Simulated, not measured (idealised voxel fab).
The following process module bears the name voxel tone inversion.
Cross-section cut spans 275 nm and uses square cells 5 nm in size.
How to read a cross-section here: the picture is a grid of square cells, written as bands going from the top down, and any band can span one or more rows of cells.
For a band, the entry starts with two heights in nm, that of the top and then that of the bottom, and carries on with the band's materials in order from left to right, each alongside its width in nm; the word "edge to edge" beside a single material means it fills the band edge to edge, and "air" means empty space.
Note: height 0 marks the level under which the wafer is uniformly one material as received. Lowest band unbounded below, written "z 0 and below".
When a width is written as two numbers, as in "30..40", the first number is the width in the top row of cells of the band and the second is the width in its bottom row, and the width changes by the same amount from each row to the next.
It should be understood that the words "same as before", when stated for a given step, signify that the cross-section underwent no change in any of its cells during that step.
"closed voids" - sealed voids, min. 8 cells, no opening to top; format: width x height at distance (distance from left edge; nm throughout).
Where a step's line continues beyond its settings, the continuation is a remark by the simulator itself on that step.
For masked steps, "overlay nm" on the step line gives how far right of plan the mask actually lay; a minus sign means it lay to the left.
## These are the steps we planned for the process
1 RECEIVE,material Si
2 CONFORMAL_DEP,material SiCN,thk nm 10
3 DIRECTIONAL_DEP,material polySi,thk nm 15
4 PATTERN,tone cover,mask id POSTS,material resist,width nm 20,pitch nm 40,thk nm 25,overlay nm 0
5 DIRECTIONAL_ETCH,etch materials polySi,depth nm 15
6 STRIP,etch materials resist
7 FILL_DEP,material lowk,thk nm 10
8 CMP,height nm 25
9 STRIP,etch materials polySi
10 CONFORMAL_DEP,material TiN,thk nm 5
11 FILL_DEP,material Ru,thk nm 10
12 CMP,height nm 25
13 CONFORMAL_DEP,material SiN,thk nm 5
## First wafer of two (run as planned)
## As received (post step 1): cross-section
    z 0 and below | Si edge to edge
    closed voids: none
## Cross-sectional representation of the wafer at the conclusion of step 2
    z 10 to 0 | SiCN edge to edge
    Everything under 0 stays put, no change at all.
## Cross-sectional representation of the wafer at the conclusion of step 3
    z 25 to 10 | polySi edge to edge
    Everything under 10 stays put, no change at all.
## Cross-sectional representation of the wafer at the conclusion of step 4
    z 50 to 25 | air 65 nm, then resist 20 nm, then air 20 nm, then resist 20 nm, then air 20 nm, then resist 20 nm, then air 20 nm, then resist 20 nm, then air 70 nm
    Everything under 25 stays put, no change at all.
## Cross-sectional representation of the wafer at the conclusion of step 5
    z 50 to 25 | air 65 nm, then resist 20 nm, then air 20 nm, then resist 20 nm, then air 20 nm, then resist 20 nm, then air 20 nm, then resist 20 nm, then air 70 nm
    z 25 to 10 | air 65 nm, then polySi 20 nm, then air 20 nm, then polySi 20 nm, then air 20 nm, then polySi 20 nm, then air 20 nm, then polySi 20 nm, then air 70 nm
    Everything under 10 stays put, no change at all.
## Cross-sectional representation of the wafer at the conclusion of step 6
    z 25 to 10 | air 65 nm, then polySi 20 nm, then air 20 nm, then polySi 20 nm, then air 20 nm, then polySi 20 nm, then air 20 nm, then polySi 20 nm, then air 70 nm
    Everything under 10 stays put, no change at all.
## Cross-sectional representation of the wafer at the conclusion of step 7
    z 35 to 25 | lowk edge to edge
    z 25 to 10 | lowk 65 nm, then polySi 20 nm, then lowk 20 nm, then polySi 20 nm, then lowk 20 nm, then polySi 20 nm, then lowk 20 nm, then polySi 20 nm, then lowk 70 nm
    Everything under 10 stays put, no change at all.
## Cross-sectional representation of the wafer at the conclusion of step 8
    z 25 to 10 | lowk 65 nm, then polySi 20 nm, then lowk 20 nm, then polySi 20 nm, then lowk 20 nm, then polySi 20 nm, then lowk 20 nm, then polySi 20 nm, then lowk 70 nm
    Everything under 10 stays put, no change at all.
## Cross-sectional representation of the wafer at the conclusion of step 9
    z 25 to 10 | lowk 65 nm, then air 20 nm, then lowk 20 nm, then air 20 nm, then lowk 20 nm, then air 20 nm, then lowk 20 nm, then air 20 nm, then lowk 70 nm
    Everything under 10 stays put, no change at all.
## Cross-sectional representation of the wafer at the conclusion of step 10
    z 30 to 25 | TiN 70 nm, then air 10 nm, then TiN 30 nm, then air 10 nm, then TiN 30 nm, then air 10 nm, then TiN 30 nm, then air 10 nm, then TiN 75 nm
    z 25 to 15 | lowk 65 nm, then TiN 5 nm, then air 10 nm, then TiN 5 nm, then lowk 20 nm, then TiN 5 nm, then air 10 nm, then TiN 5 nm, then lowk 20 nm, then TiN 5 nm, then air 10 nm, then TiN 5 nm, then lowk 20 nm, then TiN 5 nm, then air 10 nm, then TiN 5 nm, then lowk 70 nm
    z 15 to 10 | lowk 65 nm, then TiN 20 nm, then lowk 20 nm, then TiN 20 nm, then lowk 20 nm, then TiN 20 nm, then lowk 20 nm, then TiN 20 nm, then lowk 70 nm
    Everything under 10 stays put, no change at all.
## Cross-sectional representation of the wafer at the conclusion of step 11
    z 40 to 30 | Ru edge to edge
    z 30 to 25 | TiN 70 nm, then Ru 10 nm, then TiN 30 nm, then Ru 10 nm, then TiN 30 nm, then Ru 10 nm, then TiN 30 nm, then Ru 10 nm, then TiN 75 nm
    z 25 to 15 | lowk 65 nm, then TiN 5 nm, then Ru 10 nm, then TiN 5 nm, then lowk 20 nm, then TiN 5 nm, then Ru 10 nm, then TiN 5 nm, then lowk 20 nm, then TiN 5 nm, then Ru 10 nm, then TiN 5 nm, then lowk 20 nm, then TiN 5 nm, then Ru 10 nm, then TiN 5 nm, then lowk 70 nm
    Everything under 15 stays put, no change at all.
## Cross-sectional representation of the wafer at the conclusion of step 12
    z 25 to 15 | lowk 65 nm, then TiN 5 nm, then Ru 10 nm, then TiN 5 nm, then lowk 20 nm, then TiN 5 nm, then Ru 10 nm, then TiN 5 nm, then lowk 20 nm, then TiN 5 nm, then Ru 10 nm, then TiN 5 nm, then lowk 20 nm, then TiN 5 nm, then Ru 10 nm, then TiN 5 nm, then lowk 70 nm
    Everything under 15 stays put, no change at all.
## Cross-sectional representation of the wafer at the conclusion of step 13
    z 30 to 25 | SiN edge to edge
    Everything under 25 stays put, no change at all.
## Wafer two of the pair: same origin, same plan, one error during the run; identical to wafer one up to and including step 6
## The second wafer in cross-section, at the planned close of step 7
    z 35 to 25 | Ru edge to edge
    z 25 to 10 | Ru 65 nm, then polySi 20 nm, then Ru 20 nm, then polySi 20 nm, then Ru 20 nm, then polySi 20 nm, then Ru 20 nm, then polySi 20 nm, then Ru 70 nm
    Everything under 10 stays put, no change at all.
## The second wafer in cross-section, at the planned close of step 8
    z 25 to 10 | Ru 65 nm, then polySi 20 nm, then Ru 20 nm, then polySi 20 nm, then Ru 20 nm, then polySi 20 nm, then Ru 20 nm, then polySi 20 nm, then Ru 70 nm
    Everything under 10 stays put, no change at all.
## The second wafer in cross-section, at the planned close of step 9
    z 25 to 10 | Ru 65 nm, then air 20 nm, then Ru 20 nm, then air 20 nm, then Ru 20 nm, then air 20 nm, then Ru 20 nm, then air 20 nm, then Ru 70 nm
    Everything under 10 stays put, no change at all.
## The second wafer in cross-section, at the planned close of step 10
    z 30 to 25 | TiN 70 nm, then air 10 nm, then TiN 30 nm, then air 10 nm, then TiN 30 nm, then air 10 nm, then TiN 30 nm, then air 10 nm, then TiN 75 nm
    z 25 to 15 | Ru 65 nm, then TiN 5 nm, then air 10 nm, then TiN 5 nm, then Ru 20 nm, then TiN 5 nm, then air 10 nm, then TiN 5 nm, then Ru 20 nm, then TiN 5 nm, then air 10 nm, then TiN 5 nm, then Ru 20 nm, then TiN 5 nm, then air 10 nm, then TiN 5 nm, then Ru 70 nm
    z 15 to 10 | Ru 65 nm, then TiN 20 nm, then Ru 20 nm, then TiN 20 nm, then Ru 20 nm, then TiN 20 nm, then Ru 20 nm, then TiN 20 nm, then Ru 70 nm
    Everything under 10 stays put, no change at all.
## The second wafer in cross-section, at the planned close of step 11
    z 40 to 30 | Ru edge to edge
    z 30 to 25 | TiN 70 nm, then Ru 10 nm, then TiN 30 nm, then Ru 10 nm, then TiN 30 nm, then Ru 10 nm, then TiN 30 nm, then Ru 10 nm, then TiN 75 nm
    z 25 to 15 | Ru 65 nm, then TiN 5 nm, then Ru 10 nm, then TiN 5 nm, then Ru 20 nm, then TiN 5 nm, then Ru 10 nm, then TiN 5 nm, then Ru 20 nm, then TiN 5 nm, then Ru 10 nm, then TiN 5 nm, then Ru 20 nm, then TiN 5 nm, then Ru 10 nm, then TiN 5 nm, then Ru 70 nm
    Everything under 15 stays put, no change at all.
## The second wafer in cross-section, at the planned close of step 12
    z 25 to 15 | Ru 65 nm, then TiN 5 nm, then Ru 10 nm, then TiN 5 nm, then Ru 20 nm, then TiN 5 nm, then Ru 10 nm, then TiN 5 nm, then Ru 20 nm, then TiN 5 nm, then Ru 10 nm, then TiN 5 nm, then Ru 20 nm, then TiN 5 nm, then Ru 10 nm, then TiN 5 nm, then Ru 70 nm
    Everything under 15 stays put, no change at all.
## The second wafer in cross-section, at the planned close of step 13
    z 30 to 25 | SiN edge to edge
    Everything under 25 stays put, no change at all.
Run error: step 7 was processed under conditions differing from the plan, specifically as FILL_DEP,material Ru,thk nm 10
Final wafer comparison in cells, second versus first, more or fewer per material: 117 more of Ru; 117 fewer of lowk
